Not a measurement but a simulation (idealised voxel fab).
This is a process module. Its name is voxel self aligned vias.
Shown is cross-section cut, with a width of 275 nm and square cells of size 5 nm.
Bands, listed from the top down, are how a cross-section gets written in this document; the cross-section itself is a grid of square cells, and a band is one or more rows of them.
Basically the band line says how high the top is and how high the bottom is, in nm, and then what's in it from left to right, every material with its width in nm. Empty space shows up as "empty", and if a single material carries "full width" it runs the full band edge to edge.
Counting heights begins at 0, where everything beneath is, in the wafer as received, one material. The lowest band has no bottom; it goes on downwards, as "z 0 and below" shows.
You'd read "30..40" like this: the band's top row of cells is as wide as the first number, its bottom row is as wide as the second, and going down, every row changes width by the same amount as the row before did.
Take "nothing altered" at face value: in the step it is given for, the cross-section changed in none of its cells.
This entry, "Voids, sealed", enumerates those empty regions of no fewer than 8 cells that possess no open connection to the top. Each region is reported in the form width x height at distance, the distance being taken from the left edge, with all three quantities expressed in nm.
Formally, on a step line, whatever follows the settings is a remark that the simulator itself makes on the step.
overlay nm: how far to the right of its planned place the mask lay on this masked step (negative: to the left).
### Steps planned for the process
| 1 | RECEIVE (material Si) |
| 2 | CONFORMAL_DEP (material SiO2; thk nm 10) |
| 3 | CONFORMAL_DEP (material SiCN; thk nm 5) |
| 4 | DIRECTIONAL_DEP (material SiO2; thk nm 20) |
| 5 | MASKED_ETCH (tone open; mask id LINES; width nm 20; pitch nm 50; etch materials SiO2; depth nm 20; overlay nm 0) |
| 6 | CONFORMAL_DEP (material TiN; thk nm 5) |
| 7 | FILL_DEP (material W; thk nm 10) |
| 8 | CMP (height nm 35) |
| 9 | SELECTIVE_ETCH (etch materials W Ru TiN; depth nm 10) |
| 10 | FILL_DEP (material SiN; thk nm 10) |
| 11 | CMP (height nm 35) |
| 12 | DIRECTIONAL_DEP (material SiO2; thk nm 15) |
| 13 | PATTERN (tone open; mask id VIAS; material resist; width nm 30; thk nm 15; overlay nm 0) |
| 14 | DIRECTIONAL_ETCH (etch materials SiO2; depth nm 15) |
| 15 | DIRECTIONAL_ETCH (etch materials SiN; depth nm 10) |
| 16 | STRIP (etch materials resist) |
| 17 | CONFORMAL_DEP (material TiN; thk nm 5) |
| 18 | FILL_DEP (material Ru; thk nm 5) |
| 19 | CMP (height nm 50) |
| 20 | CONFORMAL_DEP (material SiN; thk nm 5) |
### So this is the incoming wafer in cross-section - it's already been through step 1
> z 0 and below  Si full width
> Voids, sealed: none
### Cross-sectional view of the first of the two wafers upon completion of the module, processed in accordance with the plan
> z 55 to 50  SiN full width
> z 50 to 40  95 of SiO2 | 5 of TiN | 20 of Ru | 5 of TiN | 150 of SiO2
> z 40 to 35  95 of SiO2 | 10 of TiN | 10 of Ru | 10 of TiN | 150 of SiO2
> z 35 to 30  100 of SiO2 | 5 of TiN | 10 of Ru | 5 of TiN | 30 of SiO2 | 20 of SiN | 105 of SiO2
> z 30 to 25  100 of SiO2 | 20 of TiN | 30 of SiO2 | 20 of SiN | 105 of SiO2
> z 25 to 20  100 of SiO2 | 5 of TiN | 10 of W | 5 of TiN | 30 of SiO2 | 5 of TiN | 10 of W | 5 of TiN | 105 of SiO2
> z 20 to 15  100 of SiO2 | 20 of TiN | 30 of SiO2 | 20 of TiN | 105 of SiO2
> z 15 to 10  SiCN full width
> z 10 to 0  SiO2 full width
> z 0 and below  Si full width
> Voids, sealed: none
### Cross-sectional view of the second of two wafers upon completion of the module. This wafer shared its starting condition and process plan with the first; one error was made during its execution
> z 55 to 50  SiN full width
> z 50 to 35  95 of SiO2 | 5 of TiN | 20 of Ru | 5 of TiN | 150 of SiO2
> z 35 to 30  95 of SiN | 5 of TiN | 20 of Ru | 5 of TiN | 150 of SiN
> z 30 to 25  95 of SiN | 30 of TiN | 150 of SiN
> z 25 to 15  TiN full width
> z 15 to 10  SiCN full width
> z 10 to 0  SiO2 full width
> z 0 and below  Si full width
> Voids, sealed: none
Against the plan, the run slipped here: step 4 off recipe, ran as DIRECTIONAL_DEP (material TiN; thk nm 20)
Bottom line after processing is that, in cells, the second wafer is up or down on some materials versus the first: 4 more of Ru, 90 more of SiN, 188 fewer of SiO2, 98 more of TiN, 4 fewer of W
